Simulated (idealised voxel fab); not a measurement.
process module | voxel self aligned vias
cross-section cut | 275 nm wide | cells 5 nm
A cross-section is a grid of square cells, given in bands from the top down. A band is one or more rows of cells.
Each band's line starts with the height of the band's top and of its bottom, in nm. Then come its materials from left to right, each with its width in nm. One material with "throughout" fills the band from edge to edge. "air" is empty space.
Height 0 is the level under which the wafer as received is all one material. The lowest band goes on downwards, as in "0 down".
A width such as "30 to 40" changes by the same amount from each row of cells to the next, from the band's top row to its bottom row.
"no change" after a step means that no cell of the cross-section changed.
closed voids: empty space of 8 cells or more with no open way to the top, each as width x height at its distance from the left edge, in nm
after a step's settings: what the simulator itself notes on the step
overlay nm, on a step with a mask: how far to the right of its planned place the mask lay; to the left if negative
Each pair below shows a cross-section before one step and the cross-section after it, down to the lowest band that changed. The line under each pair gives the step between them, with its settings. The pairs can come from different runs of this module on the same starting wafer, so a pair continues from the pair above only where its "before" says so.
before
  0 down: Si throughout
  closed voids: none
after
  15 to 0: SiO2 throughout
  below 0: unchanged
  closed voids: none
the step between: op CONFORMAL_DEP | material SiO2 | thk nm 15
before: the cross-section after the pair above
after
  20 to 15: SiCN throughout
  below 15: unchanged
  closed voids: none
the step between: op CONFORMAL_DEP | material SiCN | thk nm 5
before: the cross-section after the pair above
after
  40 to 20: SiO2 throughout
  below 20: unchanged
  closed voids: none
the step between: op DIRECTIONAL_DEP | material SiO2 | thk nm 20
before: the cross-section after the pair above
after
  40 to 20: SiO2 65 | air 30 | SiO2 25 | air 30 | SiO2 25 | air 30 | SiO2 70
  below 20: unchanged
  closed voids: none
the step between: op MASKED_ETCH | tone open | mask id LINES | width nm 30 | pitch nm 55 | etch materials SiO2 | depth nm 20 | overlay nm 0
before: the cross-section after the pair above
after
  45 to 40: TiN 70 | air 20 | TiN 35 | air 20 | TiN 35 | air 20 | TiN 75
  40 to 25: SiO2 65 | TiN 5 | air 20 | TiN 5 | SiO2 25 | TiN 5 | air 20 | TiN 5 | SiO2 25 | TiN 5 | air 20 | TiN 5 | SiO2 70
  25 to 20: SiO2 65 | TiN 30 | SiO2 25 | TiN 30 | SiO2 25 | TiN 30 | SiO2 70
  below 20: unchanged
  closed voids: none
the step between: op CONFORMAL_DEP | material TiN | thk nm 5
before: the cross-section after the pair above
after
  55 to 45: Ru throughout
  45 to 40: TiN 70 | Ru 20 | TiN 35 | Ru 20 | TiN 35 | Ru 20 | TiN 75
  40 to 25: SiO2 65 | TiN 5 | Ru 20 | TiN 5 | SiO2 25 | TiN 5 | Ru 20 | TiN 5 | SiO2 25 | TiN 5 | Ru 20 | TiN 5 | SiO2 70
  below 25: unchanged
  closed voids: none
the step between: op FILL_DEP | material Ru | thk nm 10
before: the cross-section after the pair above
after
  40 to 25: SiO2 65 | TiN 5 | Ru 20 | TiN 5 | SiO2 25 | TiN 5 | Ru 20 | TiN 5 | SiO2 25 | TiN 5 | Ru 20 | TiN 5 | SiO2 70
  below 25: unchanged
  closed voids: none
the step between: op CMP | height nm 40
before: the cross-section after the pair above
after
  40 to 30: SiO2 65 | air 30 | SiO2 25 | air 30 | SiO2 25 | air 30 | SiO2 70
  below 30: unchanged
  closed voids: none
the step between: op SELECTIVE_ETCH | etch materials W Ru TiN | depth nm 10
before: the cross-section after the pair above
after
  50 to 40: SiN throughout
  40 to 30: SiO2 65 | SiN 30 | SiO2 25 | SiN 30 | SiO2 25 | SiN 30 | SiO2 70
  below 30: unchanged
  closed voids: none
the step between: op FILL_DEP | material SiN | thk nm 10
before: the cross-section after the pair above
after
  40 to 30: SiO2 65 | SiN 30 | SiO2 25 | SiN 30 | SiO2 25 | SiN 30 | SiO2 70
  below 30: unchanged
  closed voids: none
the step between: op CMP | height nm 40
before: the cross-section after the pair above
after
  60 to 40: SiO2 throughout
  below 40: unchanged
  closed voids: none
the step between: op DIRECTIONAL_DEP | material SiO2 | thk nm 20
before: the cross-section after the pair above
after
  80 to 60: resist 60 | air 40 | resist 70 | air 40 | resist 65
  below 60: unchanged
  closed voids: none
the step between: op PATTERN | tone open | mask id VIAS | material resist | width nm 40 | pitch nm 110 | thk nm 20 | overlay nm 0
before: the cross-section after the pair above
after
  80 to 60: resist 60 | air 40 | resist 70 | air 40 | resist 65
  60 to 40: SiO2 60 | air 40 | SiO2 70 | air 40 | SiO2 65
  below 40: unchanged
  closed voids: none
the step between: op DIRECTIONAL_ETCH | etch materials SiO2 | depth nm 20
before: the cross-section after the pair above
after
  80 to 60: resist 60 | air 40 | resist 70 | air 40 | resist 65
  60 to 40: SiO2 60 | air 40 | SiO2 70 | air 40 | SiO2 65
  40 to 30: SiO2 65 | air 30 | SiO2 25 | SiN 30 | SiO2 25 | air 30 | SiO2 70
  below 30: unchanged
  closed voids: none
the step between: op DIRECTIONAL_ETCH | etch materials SiN | depth nm 10
before: the cross-section after the pair above
after
  60 to 40: SiO2 60 | air 40 | SiO2 70 | air 40 | SiO2 65
  below 40: unchanged
  closed voids: none
the step between: op STRIP | etch materials resist
before: the cross-section after the pair above
after
  65 to 60: TiN 65 | air 30 | TiN 80 | air 30 | TiN 70
  60 to 45: SiO2 60 | TiN 5 | air 30 | TiN 5 | SiO2 70 | TiN 5 | air 30 | TiN 5 | SiO2 65
  45 to 40: SiO2 60 | TiN 10 | air 20 | TiN 10 | SiO2 70 | TiN 10 | air 20 | TiN 10 | SiO2 65
  40 to 35: SiO2 65 | TiN 5 | air 20 | TiN 5 | SiO2 25 | SiN 30 | SiO2 25 | TiN 5 | air 20 | TiN 5 | SiO2 70
  35 to 30: SiO2 65 | TiN 30 | SiO2 25 | SiN 30 | SiO2 25 | TiN 30 | SiO2 70
  below 30: unchanged
  closed voids: none
the step between: op CONFORMAL_DEP | material TiN | thk nm 5
before: the cross-section after the pair above
after
  70 to 65: W throughout
  65 to 60: TiN 65 | W 30 | TiN 80 | W 30 | TiN 70
  60 to 45: SiO2 60 | TiN 5 | W 30 | TiN 5 | SiO2 70 | TiN 5 | W 30 | TiN 5 | SiO2 65
  45 to 40: SiO2 60 | TiN 10 | W 20 | TiN 10 | SiO2 70 | TiN 10 | W 20 | TiN 10 | SiO2 65
  40 to 35: SiO2 65 | TiN 5 | W 20 | TiN 5 | SiO2 25 | SiN 30 | SiO2 25 | TiN 5 | W 20 | TiN 5 | SiO2 70
  below 35: unchanged
  closed voids: none
the step between: op FILL_DEP | material W | thk nm 5
before: the cross-section after the pair above
after
  60 to 45: SiO2 60 | TiN 5 | W 30 | TiN 5 | SiO2 70 | TiN 5 | W 30 | TiN 5 | SiO2 65
  below 45: unchanged
  closed voids: none
the step between: op CMP | height nm 60
before: the cross-section after the pair above
after
  65 to 60: SiCN throughout
  below 60: unchanged
  closed voids: none
the step between: op CONFORMAL_DEP | material SiCN | thk nm 5
before
  0 down: Si throughout
  closed voids: none
after
  5 to 0: SiCN throughout
  below 0: unchanged
  closed voids: none
the step between: op CONFORMAL_DEP | material SiCN | thk nm 5
before: the cross-section after the pair above
after
  25 to 5: SiO2 throughout
  below 5: unchanged
  closed voids: none
the step between: op DIRECTIONAL_DEP | material SiO2 | thk nm 20
before: the cross-section after the pair above
after
  25 to 5: SiO2 65 | air 30 | SiO2 25 | air 30 | SiO2 25 | air 30 | SiO2 70
  below 5: unchanged
  closed voids: none
the step between: op MASKED_ETCH | tone open | mask id LINES | width nm 30 | pitch nm 55 | etch materials SiO2 | depth nm 20 | overlay nm 0
before: the cross-section after the pair above
after
  30 to 25: TiN 70 | air 20 | TiN 35 | air 20 | TiN 35 | air 20 | TiN 75
  25 to 10: SiO2 65 | TiN 5 | air 20 | TiN 5 | SiO2 25 | TiN 5 | air 20 | TiN 5 | SiO2 25 | TiN 5 | air 20 | TiN 5 | SiO2 70
  10 to 5: SiO2 65 | TiN 30 | SiO2 25 | TiN 30 | SiO2 25 | TiN 30 | SiO2 70
  below 5: unchanged
  closed voids: none
the step between: op CONFORMAL_DEP | material TiN | thk nm 5
before: the cross-section after the pair above
after
  40 to 30: Ru throughout
  30 to 25: TiN 70 | Ru 20 | TiN 35 | Ru 20 | TiN 35 | Ru 20 | TiN 75
  25 to 10: SiO2 65 | TiN 5 | Ru 20 | TiN 5 | SiO2 25 | TiN 5 | Ru 20 | TiN 5 | SiO2 25 | TiN 5 | Ru 20 | TiN 5 | SiO2 70
  below 10: unchanged
  closed voids: none
the step between: op FILL_DEP | material Ru | thk nm 10
before: the cross-section after the pair above
after
  30 to 25: TiN 70 | Ru 20 | TiN 35 | Ru 20 | TiN 35 | Ru 20 | TiN 75
  below 25: unchanged
  closed voids: none
the step between: op SELECTIVE_ETCH | etch materials W Ru TiN | depth nm 10
before: the cross-section after the pair above
after
  40 to 30: SiN throughout
  below 30: unchanged
  closed voids: none
the step between: op FILL_DEP | material SiN | thk nm 10
before: the cross-section after the pair above
after
  60 to 40: SiO2 throughout
  below 40: unchanged
  closed voids: none
the step between: op DIRECTIONAL_DEP | material SiO2 | thk nm 20
before: the cross-section after the pair above
after
  80 to 60: resist 60 | air 40 | resist 70 | air 40 | resist 65
  below 60: unchanged
  closed voids: none
the step between: op PATTERN | tone open | mask id VIAS | material resist | width nm 40 | pitch nm 110 | thk nm 20 | overlay nm 0
before: the cross-section after the pair above
after
  80 to 60: resist 60 | air 40 | resist 70 | air 40 | resist 65
  60 to 40: SiO2 60 | air 40 | SiO2 70 | air 40 | SiO2 65
  below 40: unchanged
  closed voids: none
the step between: op DIRECTIONAL_ETCH | etch materials SiO2 | depth nm 20
before: the cross-section after the pair above
after
  80 to 60: resist 60 | air 40 | resist 70 | air 40 | resist 65
  60 to 40: SiO2 60 | air 40 | SiO2 70 | air 40 | SiO2 65
  40 to 30: SiN 60 | air 40 | SiN 70 | air 40 | SiN 65
  below 30: unchanged
  closed voids: none
the step between: op DIRECTIONAL_ETCH | etch materials SiN | depth nm 10
before: the cross-section after the pair above
after
  60 to 40: SiO2 60 | air 40 | SiO2 70 | air 40 | SiO2 65
  below 40: unchanged
  closed voids: none
the step between: op STRIP | etch materials resist
before: the cross-section after the pair above
after
  65 to 60: TiN 65 | air 30 | TiN 80 | air 30 | TiN 70
  60 to 40: SiO2 60 | TiN 5 | air 30 | TiN 5 | SiO2 70 | TiN 5 | air 30 | TiN 5 | SiO2 65
  40 to 35: SiN 60 | TiN 5 | air 30 | TiN 5 | SiN 70 | TiN 5 | air 30 | TiN 5 | SiN 65
  35 to 30: SiN 60 | TiN 40 | SiN 70 | TiN 40 | SiN 65
  below 30: unchanged
  closed voids: none
the step between: op CONFORMAL_DEP | material TiN | thk nm 5
before: the cross-section after the pair above
after
  70 to 65: W throughout
  65 to 60: TiN 65 | W 30 | TiN 80 | W 30 | TiN 70
  60 to 40: SiO2 60 | TiN 5 | W 30 | TiN 5 | SiO2 70 | TiN 5 | W 30 | TiN 5 | SiO2 65
  40 to 35: SiN 60 | TiN 5 | W 30 | TiN 5 | SiN 70 | TiN 5 | W 30 | TiN 5 | SiN 65
  below 35: unchanged
  closed voids: none
the step between: op FILL_DEP | material W | thk nm 5
before: the cross-section after the pair above
after
  60 to 40: SiO2 60 | TiN 5 | W 30 | TiN 5 | SiO2 70 | TiN 5 | W 30 | TiN 5 | SiO2 65
  below 40: unchanged
  closed voids: none
the step between: op CMP | height nm 60
before: the cross-section after the pair above
after
  65 to 60: SiCN throughout
  below 60: unchanged
  closed voids: none
the step between: op CONFORMAL_DEP | material SiCN | thk nm 5
before
  80 to 60: resist 60 | air 40 | resist 70 | air 40 | resist 65
  60 to 40: SiO2 60 | air 40 | SiO2 70 | air 40 | SiO2 65
  40 to 30: SiO2 65 | SiN 30 | SiO2 25 | SiN 30 | SiO2 25 | SiN 30 | SiO2 70
  30 to 25: SiO2 65 | TiN 5 | Ru 20 | TiN 5 | SiO2 25 | TiN 5 | Ru 20 | TiN 5 | SiO2 25 | TiN 5 | Ru 20 | TiN 5 | SiO2 70
  25 to 20: SiO2 65 | TiN 30 | SiO2 25 | TiN 30 | SiO2 25 | TiN 30 | SiO2 70
  20 to 15: SiCN throughout
  15 to 0: SiO2 throughout
  0 down: Si throughout
  closed voids: none
after
  80 to 60: resist 60 | air 40 | resist 70 | air 40 | resist 65
  60 to 40: SiO2 60 | air 40 | SiO2 70 | air 40 | SiO2 65
  40 to 30: SiO2 60 | air 5 | SiN 30 | air 5 | SiO2 20 | SiN 30 | SiO2 20 | air 5 | SiN 30 | air 5 | SiO2 65
  30 to 25: SiO2 60 | air 5 | TiN 5 | Ru 20 | TiN 5 | air 5 | SiO2 20 | TiN 5 | Ru 20 | TiN 5 | SiO2 20 | air 5 | TiN 5 | Ru 20 | TiN 5 | air 5 | SiO2 65
  25 to 20: SiO2 60 | air 5 | TiN 30 | air 5 | SiO2 20 | TiN 30 | SiO2 20 | air 5 | TiN 30 | air 5 | SiO2 65
  below 20: unchanged
  closed voids: none
the step between: op DIRECTIONAL_ETCH | etch materials SiO2 | depth nm 20
before: the cross-section after the pair above
after
  80 to 60: resist 60 | air 40 | resist 70 | air 40 | resist 65
  60 to 40: SiO2 60 | air 40 | SiO2 70 | air 40 | SiO2 65
  40 to 30: SiO2 60 | air 40 | SiO2 20 | SiN 30 | SiO2 20 | air 40 | SiO2 65
  below 30: unchanged
  closed voids: none
the step between: op DIRECTIONAL_ETCH | etch materials SiN | depth nm 10
before: the cross-section after the pair above
after
  60 to 40: SiO2 60 | air 40 | SiO2 70 | air 40 | SiO2 65
  below 40: unchanged
  closed voids: none
the step between: op STRIP | etch materials resist
before: the cross-section after the pair above
after
  65 to 60: TiN 65 | air 30 | TiN 80 | air 30 | TiN 70
  60 to 40: SiO2 60 | TiN 5 | air 30 | TiN 5 | SiO2 70 | TiN 5 | air 30 | TiN 5 | SiO2 65
  40 to 35: SiO2 60 | TiN 5 | air 30 | TiN 5 | SiO2 20 | SiN 30 | SiO2 20 | TiN 5 | air 30 | TiN 5 | SiO2 65
  35 to 30: SiO2 60 | TiN 40 | SiO2 20 | SiN 30 | SiO2 20 | TiN 40 | SiO2 65
  30 to 25: SiO2 60 | TiN 10 | Ru 20 | TiN 10 | SiO2 20 | TiN 5 | Ru 20 | TiN 5 | SiO2 20 | TiN 10 | Ru 20 | TiN 10 | SiO2 65
  25 to 20: SiO2 60 | TiN 40 | SiO2 20 | TiN 30 | SiO2 20 | TiN 40 | SiO2 65
  below 20: unchanged
  closed voids: none
the step between: op CONFORMAL_DEP | material TiN | thk nm 5
before: the cross-section after the pair above
after
  70 to 65: W throughout
  65 to 60: TiN 65 | W 30 | TiN 80 | W 30 | TiN 70
  60 to 40: SiO2 60 | TiN 5 | W 30 | TiN 5 | SiO2 70 | TiN 5 | W 30 | TiN 5 | SiO2 65
  40 to 35: SiO2 60 | TiN 5 | W 30 | TiN 5 | SiO2 20 | SiN 30 | SiO2 20 | TiN 5 | W 30 | TiN 5 | SiO2 65
  below 35: unchanged
  closed voids: none
the step between: op FILL_DEP | material W | thk nm 5
before: the cross-section after the pair above
after
  60 to 40: SiO2 60 | TiN 5 | W 30 | TiN 5 | SiO2 70 | TiN 5 | W 30 | TiN 5 | SiO2 65
  below 40: unchanged
  closed voids: none
the step between: op CMP | height nm 60
before: the cross-section after the pair above
after
  65 to 60: SiCN throughout
  below 60: unchanged
  closed voids: none
the step between: op CONFORMAL_DEP | material SiCN | thk nm 5
before
  15 to 0: SiO2 throughout
  0 down: Si throughout
  closed voids: none
after
  35 to 0: SiO2 throughout
  below 0: unchanged
  closed voids: none
the step between: op DIRECTIONAL_DEP | material SiO2 | thk nm 20
before: the cross-section after the pair above
after
  40 to 35: SiCN throughout
  below 35: unchanged
  closed voids: none
the step between: op CONFORMAL_DEP | material SiCN | thk nm 5
before: the cross-section after the pair above
after
  45 to 40: TiN throughout
  below 40: unchanged
  closed voids: none
the step between: op CONFORMAL_DEP | material TiN | thk nm 5
before: the cross-section after the pair above
after
  55 to 45: Ru throughout
  below 45: unchanged
  closed voids: none
the step between: op FILL_DEP | material Ru | thk nm 10
before: the cross-section after the pair above
after
  40 to 35: SiCN throughout
  below 35: unchanged
  closed voids: none
the step between: op CMP | height nm 40
before: the cross-section after the pair above
after
  50 to 40: SiN throughout
  below 40: unchanged
  closed voids: none
the step between: op FILL_DEP | material SiN | thk nm 10
before: the cross-section after the pair above
after
  40 to 35: SiCN throughout
  below 35: unchanged
  closed voids: none
the step between: op CMP | height nm 40
before: the cross-section after the pair above
after
  60 to 40: SiO2 throughout
  below 40: unchanged
  closed voids: none
the step between: op DIRECTIONAL_DEP | material SiO2 | thk nm 20
before: the cross-section after the pair above
after
  80 to 60: resist 60 | air 40 | resist 70 | air 40 | resist 65
  below 60: unchanged
  closed voids: none
the step between: op PATTERN | tone open | mask id VIAS | material resist | width nm 40 | pitch nm 110 | thk nm 20 | overlay nm 0
before: the cross-section after the pair above
after
  80 to 60: resist 60 | air 40 | resist 70 | air 40 | resist 65
  60 to 40: SiO2 60 | air 40 | SiO2 70 | air 40 | SiO2 65
  below 40: unchanged
  closed voids: none
the step between: op DIRECTIONAL_ETCH | etch materials SiO2 | depth nm 20
before: the cross-section after the pair above
after
  60 to 40: SiO2 60 | air 40 | SiO2 70 | air 40 | SiO2 65
  below 40: unchanged
  closed voids: none
the step between: op STRIP | etch materials resist
before: the cross-section after the pair above
after
  65 to 60: TiN 65 | air 30 | TiN 80 | air 30 | TiN 70
  60 to 45: SiO2 60 | TiN 5 | air 30 | TiN 5 | SiO2 70 | TiN 5 | air 30 | TiN 5 | SiO2 65
  45 to 40: SiO2 60 | TiN 40 | SiO2 70 | TiN 40 | SiO2 65
  below 40: unchanged
  closed voids: none
the step between: op CONFORMAL_DEP | material TiN | thk nm 5
before: the cross-section after the pair above
after
  70 to 65: W throughout
  65 to 60: TiN 65 | W 30 | TiN 80 | W 30 | TiN 70
  60 to 45: SiO2 60 | TiN 5 | W 30 | TiN 5 | SiO2 70 | TiN 5 | W 30 | TiN 5 | SiO2 65
  below 45: unchanged
  closed voids: none
the step between: op FILL_DEP | material W | thk nm 5
before: the cross-section after the pair above
after
  60 to 45: SiO2 60 | TiN 5 | W 30 | TiN 5 | SiO2 70 | TiN 5 | W 30 | TiN 5 | SiO2 65
  below 45: unchanged
  closed voids: none
the step between: op CMP | height nm 60
before: the cross-section after the pair above
after
  65 to 60: SiCN throughout
  below 60: unchanged
  closed voids: none
the step between: op CONFORMAL_DEP | material SiCN | thk nm 5
before
  50 to 40: SiN throughout
  40 to 30: SiO2 65 | SiN 30 | SiO2 25 | SiN 30 | SiO2 25 | SiN 30 | SiO2 70
  30 to 25: SiO2 65 | TiN 5 | Ru 20 | TiN 5 | SiO2 25 | TiN 5 | Ru 20 | TiN 5 | SiO2 25 | TiN 5 | Ru 20 | TiN 5 | SiO2 70
  25 to 20: SiO2 65 | TiN 30 | SiO2 25 | TiN 30 | SiO2 25 | TiN 30 | SiO2 70
  20 to 15: SiCN throughout
  15 to 0: SiO2 throughout
  0 down: Si throughout
  closed voids: none
after
  30 to 25: SiO2 65 | TiN 5 | Ru 20 | TiN 5 | SiO2 25 | TiN 5 | Ru 20 | TiN 5 | SiO2 25 | TiN 5 | Ru 20 | TiN 5 | SiO2 70
  below 25: unchanged
  closed voids: none
the step between: op CMP | height nm 30
before: the cross-section after the pair above
after
  50 to 30: SiO2 throughout
  below 30: unchanged
  closed voids: none
the step between: op DIRECTIONAL_DEP | material SiO2 | thk nm 20
before: the cross-section after the pair above
after
  70 to 50: resist 60 | air 40 | resist 70 | air 40 | resist 65
  below 50: unchanged
  closed voids: none
the step between: op PATTERN | tone open | mask id VIAS | material resist | width nm 40 | pitch nm 110 | thk nm 20 | overlay nm 0
before: the cross-section after the pair above
after
  70 to 50: resist 60 | air 40 | resist 70 | air 40 | resist 65
  50 to 30: SiO2 60 | air 40 | SiO2 70 | air 40 | SiO2 65
  below 30: unchanged
  closed voids: none
the step between: op DIRECTIONAL_ETCH | etch materials SiO2 | depth nm 20
before: the cross-section after the pair above
after
  50 to 30: SiO2 60 | air 40 | SiO2 70 | air 40 | SiO2 65
  below 30: unchanged
  closed voids: none
the step between: op STRIP | etch materials resist
before: the cross-section after the pair above
after
  55 to 50: TiN 65 | air 30 | TiN 80 | air 30 | TiN 70
  50 to 35: SiO2 60 | TiN 5 | air 30 | TiN 5 | SiO2 70 | TiN 5 | air 30 | TiN 5 | SiO2 65
  35 to 30: SiO2 60 | TiN 40 | SiO2 70 | TiN 40 | SiO2 65
  below 30: unchanged
  closed voids: none
the step between: op CONFORMAL_DEP | material TiN | thk nm 5
before: the cross-section after the pair above
after
  60 to 55: W throughout
  55 to 50: TiN 65 | W 30 | TiN 80 | W 30 | TiN 70
  50 to 35: SiO2 60 | TiN 5 | W 30 | TiN 5 | SiO2 70 | TiN 5 | W 30 | TiN 5 | SiO2 65
  below 35: unchanged
  closed voids: none
the step between: op FILL_DEP | material W | thk nm 5
before: the cross-section after the pair above
after
  65 to 60: SiCN throughout
  below 60: unchanged
  closed voids: none
the step between: op CONFORMAL_DEP | material SiCN | thk nm 5
before
  40 to 20: SiO2 throughout
  20 to 15: SiCN throughout
  15 to 0: SiO2 throughout
  0 down: Si throughout
  closed voids: none
after
  40 to 20: SiO2 70 | air 20 | SiO2 35 | air 20 | SiO2 35 | air 20 | SiO2 75
  below 20: unchanged
  closed voids: none
the step between: op MASKED_ETCH | tone open | mask id LINES | width nm 20 | pitch nm 55 | etch materials SiO2 | depth nm 20 | overlay nm 0
before: the cross-section after the pair above
after
  45 to 40: TiN 75 | air 10 | TiN 45 | air 10 | TiN 45 | air 10 | TiN 80
  40 to 25: SiO2 70 | TiN 5 | air 10 | TiN 5 | SiO2 35 | TiN 5 | air 10 | TiN 5 | SiO2 35 | TiN 5 | air 10 | TiN 5 | SiO2 75
  25 to 20: SiO2 70 | TiN 20 | SiO2 35 | TiN 20 | SiO2 35 | TiN 20 | SiO2 75
  below 20: unchanged
  closed voids: none
the step between: op CONFORMAL_DEP | material TiN | thk nm 5
before: the cross-section after the pair above
after
  55 to 45: Ru throughout
  45 to 40: TiN 75 | Ru 10 | TiN 45 | Ru 10 | TiN 45 | Ru 10 | TiN 80
  40 to 25: SiO2 70 | TiN 5 | Ru 10 | TiN 5 | SiO2 35 | TiN 5 | Ru 10 | TiN 5 | SiO2 35 | TiN 5 | Ru 10 | TiN 5 | SiO2 75
  below 25: unchanged
  closed voids: none
the step between: op FILL_DEP | material Ru | thk nm 10
before: the cross-section after the pair above
after
  40 to 25: SiO2 70 | TiN 5 | Ru 10 | TiN 5 | SiO2 35 | TiN 5 | Ru 10 | TiN 5 | SiO2 35 | TiN 5 | Ru 10 | TiN 5 | SiO2 75
  below 25: unchanged
  closed voids: none
the step between: op CMP | height nm 40
before: the cross-section after the pair above
after
  40 to 30: SiO2 70 | air 20 | SiO2 35 | air 20 | SiO2 35 | air 20 | SiO2 75
  below 30: unchanged
  closed voids: none
the step between: op SELECTIVE_ETCH | etch materials W Ru TiN | depth nm 10
before: the cross-section after the pair above
after
  50 to 40: SiN throughout
  40 to 30: SiO2 70 | SiN 20 | SiO2 35 | SiN 20 | SiO2 35 | SiN 20 | SiO2 75
  below 30: unchanged
  closed voids: none
the step between: op FILL_DEP | material SiN | thk nm 10
before: the cross-section after the pair above
after
  40 to 30: SiO2 70 | SiN 20 | SiO2 35 | SiN 20 | SiO2 35 | SiN 20 | SiO2 75
  below 30: unchanged
  closed voids: none
the step between: op CMP | height nm 40
before: the cross-section after the pair above
after
  60 to 40: SiO2 throughout
  below 40: unchanged
  closed voids: none
the step between: op DIRECTIONAL_DEP | material SiO2 | thk nm 20
before: the cross-section after the pair above
after
  80 to 60: resist 60 | air 40 | resist 70 | air 40 | resist 65
  below 60: unchanged
  closed voids: none
the step between: op PATTERN | tone open | mask id VIAS | material resist | width nm 40 | pitch nm 110 | thk nm 20 | overlay nm 0
before: the cross-section after the pair above
after
  80 to 60: resist 60 | air 40 | resist 70 | air 40 | resist 65
  60 to 40: SiO2 60 | air 40 | SiO2 70 | air 40 | SiO2 65
  below 40: unchanged
  closed voids: none
the step between: op DIRECTIONAL_ETCH | etch materials SiO2 | depth nm 20
before: the cross-section after the pair above
after
  80 to 60: resist 60 | air 40 | resist 70 | air 40 | resist 65
  60 to 40: SiO2 60 | air 40 | SiO2 70 | air 40 | SiO2 65
  40 to 30: SiO2 70 | air 20 | SiO2 35 | SiN 20 | SiO2 35 | air 20 | SiO2 75
  below 30: unchanged
  closed voids: none
the step between: op DIRECTIONAL_ETCH | etch materials SiN | depth nm 10
before: the cross-section after the pair above
after
  60 to 40: SiO2 60 | air 40 | SiO2 70 | air 40 | SiO2 65
  below 40: unchanged
  closed voids: none
the step between: op STRIP | etch materials resist
before: the cross-section after the pair above
after
  65 to 60: TiN 65 | air 30 | TiN 80 | air 30 | TiN 70
  60 to 45: SiO2 60 | TiN 5 | air 30 | TiN 5 | SiO2 70 | TiN 5 | air 30 | TiN 5 | SiO2 65
  45 to 40: SiO2 60 | TiN 15 | air 10 | TiN 15 | SiO2 70 | TiN 15 | air 10 | TiN 15 | SiO2 65
  40 to 35: SiO2 70 | TiN 5 | air 10 | TiN 5 | SiO2 35 | SiN 20 | SiO2 35 | TiN 5 | air 10 | TiN 5 | SiO2 75
  35 to 30: SiO2 70 | TiN 20 | SiO2 35 | SiN 20 | SiO2 35 | TiN 20 | SiO2 75
  below 30: unchanged
  closed voids: none
the step between: op CONFORMAL_DEP | material TiN | thk nm 5
before: the cross-section after the pair above
after
  70 to 65: W throughout
  65 to 60: TiN 65 | W 30 | TiN 80 | W 30 | TiN 70
  60 to 45: SiO2 60 | TiN 5 | W 30 | TiN 5 | SiO2 70 | TiN 5 | W 30 | TiN 5 | SiO2 65
  45 to 40: SiO2 60 | TiN 15 | W 10 | TiN 15 | SiO2 70 | TiN 15 | W 10 | TiN 15 | SiO2 65
  40 to 35: SiO2 70 | TiN 5 | W 10 | TiN 5 | SiO2 35 | SiN 20 | SiO2 35 | TiN 5 | W 10 | TiN 5 | SiO2 75
  below 35: unchanged
  closed voids: none
the step between: op FILL_DEP | material W | thk nm 5
before: the cross-section after the pair above
after
  60 to 45: SiO2 60 | TiN 5 | W 30 | TiN 5 | SiO2 70 | TiN 5 | W 30 | TiN 5 | SiO2 65
  below 45: unchanged
  closed voids: none
the step between: op CMP | height nm 60
before: the cross-section after the pair above
after
  65 to 60: SiCN throughout
  below 60: unchanged
  closed voids: none
the step between: op CONFORMAL_DEP | material SiCN | thk nm 5
before
  40 to 20: SiO2 throughout
  20 to 15: SiCN throughout
  15 to 0: SiO2 throughout
  0 down: Si throughout
  closed voids: none
after
  40 to 20: SiO2 55 | air 30 | SiO2 25 | air 30 | SiO2 25 | air 30 | SiO2 80
  below 20: unchanged
  closed voids: none
the step between: op MASKED_ETCH | tone open | mask id LINES | width nm 30 | pitch nm 55 | etch materials SiO2 | depth nm 20 | overlay nm -10
before: the cross-section after the pair above
after
  45 to 40: TiN 60 | air 20 | TiN 35 | air 20 | TiN 35 | air 20 | TiN 85
  40 to 25: SiO2 55 | TiN 5 | air 20 | TiN 5 | SiO2 25 | TiN 5 | air 20 | TiN 5 | SiO2 25 | TiN 5 | air 20 | TiN 5 | SiO2 80
  25 to 20: SiO2 55 | TiN 30 | SiO2 25 | TiN 30 | SiO2 25 | TiN 30 | SiO2 80
  below 20: unchanged
  closed voids: none
the step between: op CONFORMAL_DEP | material TiN | thk nm 5
before: the cross-section after the pair above
after
  55 to 45: Ru throughout
  45 to 40: TiN 60 | Ru 20 | TiN 35 | Ru 20 | TiN 35 | Ru 20 | TiN 85
  40 to 25: SiO2 55 | TiN 5 | Ru 20 | TiN 5 | SiO2 25 | TiN 5 | Ru 20 | TiN 5 | SiO2 25 | TiN 5 | Ru 20 | TiN 5 | SiO2 80
  below 25: unchanged
  closed voids: none
the step between: op FILL_DEP | material Ru | thk nm 10
before: the cross-section after the pair above
after
  40 to 25: SiO2 55 | TiN 5 | Ru 20 | TiN 5 | SiO2 25 | TiN 5 | Ru 20 | TiN 5 | SiO2 25 | TiN 5 | Ru 20 | TiN 5 | SiO2 80
  below 25: unchanged
  closed voids: none
the step between: op CMP | height nm 40
before: the cross-section after the pair above
after
  40 to 30: SiO2 55 | air 30 | SiO2 25 | air 30 | SiO2 25 | air 30 | SiO2 80
  below 30: unchanged
  closed voids: none
the step between: op SELECTIVE_ETCH | etch materials W Ru TiN | depth nm 10
before: the cross-section after the pair above
after
  50 to 40: SiN throughout
  40 to 30: SiO2 55 | SiN 30 | SiO2 25 | SiN 30 | SiO2 25 | SiN 30 | SiO2 80
  below 30: unchanged
  closed voids: none
the step between: op FILL_DEP | material SiN | thk nm 10
before: the cross-section after the pair above
after
  40 to 30: SiO2 55 | SiN 30 | SiO2 25 | SiN 30 | SiO2 25 | SiN 30 | SiO2 80
  below 30: unchanged
  closed voids: none
the step between: op CMP | height nm 40
before: the cross-section after the pair above
after
  60 to 40: SiO2 throughout
  below 40: unchanged
  closed voids: none
the step between: op DIRECTIONAL_DEP | material SiO2 | thk nm 20
before: the cross-section after the pair above
after
  80 to 60: resist 60 | air 40 | resist 70 | air 40 | resist 65
  below 60: unchanged
  closed voids: none
the step between: op PATTERN | tone open | mask id VIAS | material resist | width nm 40 | pitch nm 110 | thk nm 20 | overlay nm 0
before: the cross-section after the pair above
after
  80 to 60: resist 60 | air 40 | resist 70 | air 40 | resist 65
  60 to 40: SiO2 60 | air 40 | SiO2 70 | air 40 | SiO2 65
  below 40: unchanged
  closed voids: none
the step between: op DIRECTIONAL_ETCH | etch materials SiO2 | depth nm 20
before: the cross-section after the pair above
after
  80 to 60: resist 60 | air 40 | resist 70 | air 40 | resist 65
  60 to 40: SiO2 60 | air 40 | SiO2 70 | air 40 | SiO2 65
  40 to 30: SiO2 55 | SiN 5 | air 25 | SiO2 25 | SiN 30 | SiO2 25 | SiN 5 | air 25 | SiO2 80
  below 30: unchanged
  closed voids: none
the step between: op DIRECTIONAL_ETCH | etch materials SiN | depth nm 10
before: the cross-section after the pair above
after
  60 to 40: SiO2 60 | air 40 | SiO2 70 | air 40 | SiO2 65
  below 40: unchanged
  closed voids: none
the step between: op STRIP | etch materials resist
